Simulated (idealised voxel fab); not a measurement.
process module | voxel released beams
cross-section cut | 180 nm wide | cells 5 nm
A cross-section is a grid of square cells, given in bands from the top down. A band is one or more rows of cells.
Each band's line starts with the height of the band's top and of its bottom, in nm. Then come its materials from left to right, each with its width in nm. One material with "throughout" fills the band from edge to edge. "air" is empty space.
Height 0 is the level under which the wafer as received is all one material. The lowest band goes on downwards, as in "0 down".
A width such as "30 to 40" changes by the same amount from each row of cells to the next, from the band's top row to its bottom row.
"no change" after a step means that no cell of the cross-section changed.
closed voids: empty space of 8 cells or more with no open way to the top, each as width x height at its distance from the left edge, in nm
after a step's settings: what the simulator itself notes on the step
overlay nm, on a step with a mask: how far to the right of its planned place the mask lay; to the left if negative
plan
1 op RECEIVE | material Si
2 op CONFORMAL_DEP | material Al2O3 | thk nm 10
3 op DIRECTIONAL_DEP | material SiO2 | thk nm 10
4 op PATTERN | tone open | mask id ANCHOR | material resist | width nm 30 | thk nm 15 | overlay nm 0
5 op DIRECTIONAL_ETCH | etch materials SiO2 | depth nm 10
6 op STRIP | etch materials resist
7 op CONFORMAL_DEP | material SiN | thk nm 10
8 op PATTERN | tone cover | mask id BEAM | material resist | width nm 100 | thk nm 20 | overlay nm 0
9 op DIRECTIONAL_ETCH | etch materials SiN | depth nm 10
10 op STRIP | etch materials resist
11 op STRIP | etch materials SiO2
as received, after step 1
  0 down: Si throughout
  closed voids: none
a wafer at the end: this start, this plan, one mistake
  20 to 10: air 35 | SiN 15 | air 10 | SiN 75 | air 45
  10 to 0: air 40 | SiN 30 | air 110
  0 down: Si throughout
  closed voids: none
what went wrong: step 2 was left out
